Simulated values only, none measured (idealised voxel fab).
Name of the process module below: voxel plated lines
Square cells of 5 nm make up the cross-section cut, whose width is 190 nm.
Cross-section, as written here: a square-cell grid given band by band from the top down, where a band holds one or more rows of cells. Band: top height; bottom height; in nm. Then, left to right: material with width in nm, for each material. "edge to edge": a single material spanning edge to edge. "air": empty space. We count height from 0. Below that, the starting wafer is all one material. The lowest band never ends at the bottom but goes on down; see "top 0, no bottom" for how that is written. Width spec "30->40" -> top row of cells at first value, bottom row at second value, equal per-row change in between. The designation "remained unchanged", where it is given for a processing step, indicates that no cell of the cross-section was altered in the course of that step. "Sealed void inventory" lists enclosed empty spaces (at least 8 cells, no open path upward to the top), each as width x height at distance from the left edge, in nm. Formally, on a step line, whatever follows the settings is a remark that the simulator itself makes on the step. When a step includes a mask, the "overlay nm" setting on its line states how far to the right of its planned place that mask lay, and negative values state how far to the left.

This section lists the process steps that were planned
1 RECEIVE with material Si
2 CONFORMAL_DEP with material Al2O3, thk nm 15
3 DIRECTIONAL_DEP with material TiN, thk nm 5
4 PATTERN with tone open, mask id LINES, material resist, width nm 20, pitch nm 40, thk nm 15, overlay nm 0
5 EPI with material Ru, thk nm 10
6 STRIP with etch materials resist
7 DIRECTIONAL_ETCH with etch materials TiN, depth nm 5
8 CONFORMAL_DEP with material SiCN, thk nm 5

Cross-section of the wafer at receipt, which is the condition after step 1
> top 0, no bottom | Si edge to edge
> Sealed void inventory: none

Cross-sectional result after module completion. Note: starting condition and plan are unchanged from above; one processing mistake was made
> top 35, bottom 30 | air: 45; SiCN: 25; air: 15; SiCN: 25; air: 15; SiCN: 25; air: 40
> top 30, bottom 20 | air: 45; SiCN: 5; Ru: 15; SiCN: 5; air: 15; SiCN: 5; Ru: 15; SiCN: 5; air: 15; SiCN: 5; Ru: 15; SiCN: 5; air: 40
> top 20, bottom 15 | SiCN: 50; TiN: 15; SiCN: 25; TiN: 15; SiCN: 25; TiN: 15; SiCN: 45
> top 15, bottom 0 | Al2O3 edge to edge
> top 0, no bottom | Si edge to edge
> Sealed void inventory: none
What was done differently from what was planned? step 4 went in with a setting other than planned; the actual run was PATTERN with tone open, mask id LINES, material resist, width nm 15, pitch nm 40, thk nm 15, overlay nm 0
